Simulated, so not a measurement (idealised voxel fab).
Module name: voxel ribs on slabs (process module)
We display cut, a cross-section 150 nm in width whose square cells are each 5 nm.
In this document a cross-section is written as a grid of square cells. It is given as a series of bands, listed from the top down, and a band is one or more rows of cells.
In this notation a band is specified by the heights of its top and bottom, in that order and in nm, after which its materials appear from left to right, each paired with its width in nm. The word "edge to edge" attached to a single material means that material fills the band from edge to edge; the word "blank" stands for empty space.
Height is counted from the level 0, under which the received wafer is composed throughout of one material. The lowest of the bands is not closed at the bottom but continues downward, in the notation "z 0 and below".
It should be noted that a width expressed as "30 to 40" varies in equal increments from row to row of cells within the band, taking the value of the first number at the top row and that of the second number at the bottom row.
The designation "nothing altered", where it is given for a processing step, indicates that no cell of the cross-section was altered in the course of that step.
If an empty space has no open way to the top and is at least 8 cells in size, "Enclosed void catalog" lists it, written width x height at distance, where distance is measured from the left edge and every value is in nm.
That trailing text on a step's line, after the settings, is the simulator's own remark on the step.
overlay nm: mask offset rightward from planned place, masked step; negative means leftward offset.
## So here's the lineup of process steps we planned
- 1: RECEIVE (material Si)
- 2: DIRECTIONAL_DEP (material SiO2; thk nm 20)
- 3: DIRECTIONAL_DEP (material SiN; thk nm 25)
- 4: MASKED_ETCH (tone cover; mask id RIB; width nm 25; etch materials SiN; depth nm 15; overlay nm 0)
- 5: MASKED_ETCH (tone cover; mask id SLAB; width nm 75; etch materials SiN; depth nm 10; overlay nm 0)
- 6: FILL_DEP (material SiO2; thk nm 15)
- 7: CMP (height nm 55)
- 8: DIRECTIONAL_DEP (material W; thk nm 10)
- 9: DIRECTIONAL_DEP (material aC; thk nm 15)
- 10: PATTERN (tone cover; mask id HEATER; material resist; width nm 35; thk nm 30; overlay nm 0)
- 11: DIRECTIONAL_ETCH (etch materials aC; depth nm 15)
- 12: STRIP (etch materials resist)
- 13: DIRECTIONAL_ETCH (etch materials W; depth nm 10)
- 14: STRIP (etch materials aC)
- 15: CONFORMAL_DEP (material SiO2; thk nm 5)
## So this is the incoming wafer in cross-section - it's already been through step 1
  z 0 and below: Si edge to edge
  Enclosed void catalog: none
## Cross-sectional result after module completion. Note: starting condition and plan are unchanged from above; one processing mistake was made
  z 70 to 65: 50 blank  45 SiO2  55 blank
  z 65 to 60: 50 blank  5 SiO2  35 W  5 SiO2  55 blank
  z 60 to 55: 55 SiO2  35 W  60 SiO2
  z 55 to 45: SiO2 edge to edge
  z 45 to 30: 60 SiO2  25 SiN  65 SiO2
  z 30 to 20: 45 SiO2  75 SiN  30 SiO2
  z 20 to 0: SiO2 edge to edge
  z 0 and below: Si edge to edge
  Enclosed void catalog: none
Plan not followed: in deviation from the planned setting, step 5 was conducted as MASKED_ETCH (tone cover; mask id SLAB; width nm 75; etch materials SiN; depth nm 10; overlay nm 10)
